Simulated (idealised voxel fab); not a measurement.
process module | voxel tone inversion
cross-section cut | 250 nm wide | cells 5 nm
A cross-section is a grid of square cells, given in bands from the top down. A band is one or more rows of cells.
Each band's line starts with the height of the band's top and of its bottom, in nm. Then come its materials from left to right, each with its width in nm. One material with "throughout" fills the band from edge to edge. "air" is empty space.
Height 0 is the level under which the wafer as received is all one material. The lowest band goes on downwards, as in "0 down".
A width such as "30 to 40" changes by the same amount from each row of cells to the next, from the band's top row to its bottom row.
"no change" after a step means that no cell of the cross-section changed.
closed voids: empty space of 8 cells or more with no open way to the top, each as width x height at its distance from the left edge, in nm
after a step's settings: what the simulator itself notes on the step
overlay nm, on a step with a mask: how far to the right of its planned place the mask lay; to the left if negative
plan
1 op RECEIVE | material Si
2 op CONFORMAL_DEP | material SiCN | thk nm 5
3 op DIRECTIONAL_DEP | material polySi | thk nm 20
4 op PATTERN | tone cover | mask id POSTS | material resist | width nm 25 | pitch nm 50 | thk nm 25 | overlay nm 0
5 op DIRECTIONAL_ETCH | etch materials polySi | depth nm 20
6 op STRIP | etch materials resist
7 op FILL_DEP | material lowk | thk nm 5
8 op CMP | height nm 25
9 op STRIP | etch materials polySi
10 op CONFORMAL_DEP | material TiN | thk nm 5
11 op FILL_DEP | material Ru | thk nm 5
12 op CMP | height nm 25
13 op CONFORMAL_DEP | material SiCN | thk nm 5
first wafer, as planned
as received, after step 1
  0 down: Si throughout
  closed voids: none
after step 2
  5 to 0: SiCN throughout
  below 0: unchanged
after step 3
  25 to 5: polySi throughout
  below 5: unchanged
after step 4
  50 to 25: air 85 | resist 25 | air 25 | resist 25 | air 90
  below 25: unchanged
after step 5
  50 to 25: air 85 | resist 25 | air 25 | resist 25 | air 90
  25 to 5: air 85 | polySi 25 | air 25 | polySi 25 | air 90
  below 5: unchanged
after step 6
  25 to 5: air 85 | polySi 25 | air 25 | polySi 25 | air 90
  below 5: unchanged
after step 7
  30 to 25: lowk throughout
  25 to 5: lowk 85 | polySi 25 | lowk 25 | polySi 25 | lowk 90
  below 5: unchanged
after step 8
  25 to 5: lowk 85 | polySi 25 | lowk 25 | polySi 25 | lowk 90
  below 5: unchanged
after step 9
  25 to 5: lowk 85 | air 25 | lowk 25 | air 25 | lowk 90
  below 5: unchanged
after step 10
  30 to 25: TiN 90 | air 15 | TiN 35 | air 15 | TiN 95
  25 to 10: lowk 85 | TiN 5 | air 15 | TiN 5 | lowk 25 | TiN 5 | air 15 | TiN 5 | lowk 90
  10 to 5: lowk 85 | TiN 25 | lowk 25 | TiN 25 | lowk 90
  below 5: unchanged
after step 11
  35 to 30: Ru throughout
  30 to 25: TiN 90 | Ru 15 | TiN 35 | Ru 15 | TiN 95
  25 to 10: lowk 85 | TiN 5 | Ru 15 | TiN 5 | lowk 25 | TiN 5 | Ru 15 | TiN 5 | lowk 90
  below 10: unchanged
after step 12
  25 to 10: lowk 85 | TiN 5 | Ru 15 | TiN 5 | lowk 25 | TiN 5 | Ru 15 | TiN 5 | lowk 90
  below 10: unchanged
after step 13
  30 to 25: SiCN throughout
  below 25: unchanged
second wafer: like start, like plan, one mistake. Through step 3 it matches the first wafer
when step 4 should have ended
  50 to 25: resist 85 | air 25 | resist 25 | air 25 | resist 90
  below 25: unchanged
when step 5 should have ended
  50 to 25: resist 85 | air 25 | resist 25 | air 25 | resist 90
  25 to 5: polySi 85 | air 25 | polySi 25 | air 25 | polySi 90
  below 5: unchanged
when step 6 should have ended
  25 to 5: polySi 85 | air 25 | polySi 25 | air 25 | polySi 90
  below 5: unchanged
when step 7 should have ended
  30 to 25: lowk throughout
  25 to 5: polySi 85 | lowk 25 | polySi 25 | lowk 25 | polySi 90
  below 5: unchanged
when step 8 should have ended
  25 to 5: polySi 85 | lowk 25 | polySi 25 | lowk 25 | polySi 90
  below 5: unchanged
when step 9 should have ended
  25 to 5: air 85 | lowk 25 | air 25 | lowk 25 | air 90
  below 5: unchanged
when step 10 should have ended
  30 to 25: air 80 | TiN 35 | air 15 | TiN 35 | air 85
  25 to 10: air 80 | TiN 5 | lowk 25 | TiN 5 | air 15 | TiN 5 | lowk 25 | TiN 5 | air 85
  10 to 5: TiN 85 | lowk 25 | TiN 25 | lowk 25 | TiN 90
  below 5: unchanged
when step 11 should have ended
  35 to 30: Ru throughout
  30 to 25: Ru 80 | TiN 35 | Ru 15 | TiN 35 | Ru 85
  25 to 10: Ru 80 | TiN 5 | lowk 25 | TiN 5 | Ru 15 | TiN 5 | lowk 25 | TiN 5 | Ru 85
  below 10: unchanged
when step 12 should have ended
  25 to 10: Ru 80 | TiN 5 | lowk 25 | TiN 5 | Ru 15 | TiN 5 | lowk 25 | TiN 5 | Ru 85
  below 10: unchanged
when step 13 should have ended
  30 to 25: SiCN throughout
  below 25: unchanged
what went wrong: step 4 ran as: op PATTERN | tone open | mask id POSTS | material resist | width nm 25 | pitch nm 50 | thk nm 25 | overlay nm 0
at the end the second wafer has, in cells: 90 more of Ru | 30 more of TiN | 120 fewer of lowk
